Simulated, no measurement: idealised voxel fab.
process module | voxel wiring stack
cross-section cut | 205 nm wide | cells 5 nm
A cross-section is a grid of square cells, given in bands from the top down. A band is one or more rows of cells.
Each band's line starts with the height of the band's top and of its bottom, in nm. Then come its materials from left to right, each with its width in nm. One material with "throughout" fills the band from edge to edge. "air" is empty space.
Height 0 is the level under which the wafer as received is all one material. The lowest band goes on downwards, as in "0 down".
A width such as "30 to 40" changes by the same amount from each row of cells to the next, from the band's top row to its bottom row.
"no change" after a step means that no cell of the cross-section changed.
closed voids: empty space of 8 cells or more with no open way to the top, each as width x height at its distance from the left edge, in nm
after a step's settings: what the simulator itself notes on the step
overlay nm, on a step with a mask: how far to the right of its planned place the mask lay; to the left if negative
plan
1 op RECEIVE | material Si
2 op CONFORMAL_DEP | material SiO2 | thk nm 15
3 op DIRECTIONAL_DEP | material TiN | thk nm 5
4 op DIRECTIONAL_DEP | material W | thk nm 15
5 op MASKED_ETCH | tone cover | mask id METAL_1 | width nm 30 | pitch nm 60 | etch materials W | depth nm 15 | overlay nm 0
6 op MASKED_ETCH | tone cover | mask id METAL_1 | width nm 30 | pitch nm 60 | etch materials TiN | depth nm 5 | overlay nm 0
7 op CONFORMAL_DEP | material SiN | thk nm 5
8 op FILL_DEP | material lowk | thk nm 10
9 op CMP | height nm 35
10 op CONFORMAL_DEP | material SiCN | thk nm 5
11 op DIRECTIONAL_DEP | material SiO2 | thk nm 20
12 op DIRECTIONAL_DEP | material aC | thk nm 10
13 op PATTERN | tone open | mask id PLUG_1 | material resist | width nm 15 | pitch nm 60 | thk nm 25 | overlay nm 0
14 op DIRECTIONAL_ETCH | etch materials aC | depth nm 10
15 op STRIP | etch materials resist
16 op DIRECTIONAL_ETCH | etch materials SiO2 | depth nm 20
17 op DIRECTIONAL_ETCH | etch materials SiCN | depth nm 5
18 op STRIP | etch materials aC
19 op EPI | material Ru | thk nm 10
20 op EPI | material Ru | thk nm 10
21 op EPI | material Ru | thk nm 5
22 op DIRECTIONAL_DEP | material TiN | thk nm 5
23 op DIRECTIONAL_DEP | material Ru | thk nm 15
24 op PATTERN | tone cover | mask id METAL_2 | material resist | width nm 30 | pitch nm 60 | thk nm 20 | overlay nm 0
25 op DIRECTIONAL_ETCH | etch materials Ru | depth nm 15
26 op DIRECTIONAL_ETCH | etch materials TiN | depth nm 5
27 op STRIP | etch materials resist
28 op CONFORMAL_DEP | material SiCN | thk nm 5
29 op FILL_DEP | material lowk | thk nm 5
30 op CMP | height nm 80
31 op CONFORMAL_DEP | material SiCN | thk nm 5
as received, after step 1
  0 down: Si throughout
  closed voids: none
first wafer at the end, as planned
  85 to 80: SiCN throughout
  80 to 65: lowk 20 | SiCN 5 | Ru 30 | SiCN 5 | lowk 20 | SiCN 5 | Ru 30 | SiCN 5 | lowk 20 | SiCN 5 | Ru 30 | SiCN 5 | lowk 25
  65 to 60: SiCN 25 | TiN 30 | SiCN 30 | TiN 30 | SiCN 30 | TiN 30 | SiCN 30
  60 to 40: SiO2 25 | Ru 15 | SiO2 45 | Ru 15 | SiO2 45 | Ru 15 | SiO2 45
  40 to 35: SiCN 25 | Ru 15 | SiCN 45 | Ru 15 | SiCN 45 | Ru 15 | SiCN 45
  35 to 20: lowk 20 | SiN 5 | W 30 | SiN 5 | lowk 20 | SiN 5 | W 30 | SiN 5 | lowk 20 | SiN 5 | W 30 | SiN 5 | lowk 25
  20 to 15: SiN 25 | TiN 30 | SiN 30 | TiN 30 | SiN 30 | TiN 30 | SiN 30
  15 to 0: SiO2 throughout
  0 down: Si throughout
  closed voids: none
second wafer at the end: like start, like plan, one mistake
  85 to 80: SiCN throughout
  80 to 65: lowk 20 | SiCN 5 | Ru 30 | SiCN 5 | lowk 20 | SiCN 5 | Ru 30 | SiCN 5 | lowk 20 | SiCN 5 | Ru 30 | SiCN 5 | lowk 25
  65 to 60: lowk 20 | SiCN 5 | TiN 30 | SiCN 30 | TiN 30 | SiCN 30 | TiN 30 | SiCN 30
  60 to 40: lowk 20 | SiCN 5 | SiO2 15 | Ru 40 | SiCN 5 | SiO2 15 | Ru 40 | SiCN 5 | SiO2 15 | Ru 40 | SiCN 5
  40 to 35: SiCN 40 | Ru 40 | SiCN 20 | Ru 40 | SiCN 20 | Ru 40 | SiCN 5
  35 to 20: lowk 20 | SiN 5 | W 30 | SiN 5 | lowk 20 | SiN 5 | W 30 | SiN 5 | lowk 20 | SiN 5 | W 30 | SiN 5 | lowk 25
  20 to 15: SiN 25 | TiN 30 | SiN 30 | TiN 30 | SiN 30 | TiN 30 | SiN 30
  15 to 0: SiO2 throughout
  0 down: Si throughout
  closed voids: none
what went wrong: step 13 ran as: op PATTERN | tone cover | mask id PLUG_1 | material resist | width nm 15 | pitch nm 60 | thk nm 25 | overlay nm 0
at the end the second wafer has, in cells: 75 more of Ru | 3 fewer of SiCN | 92 fewer of SiO2 | 20 more of lowk
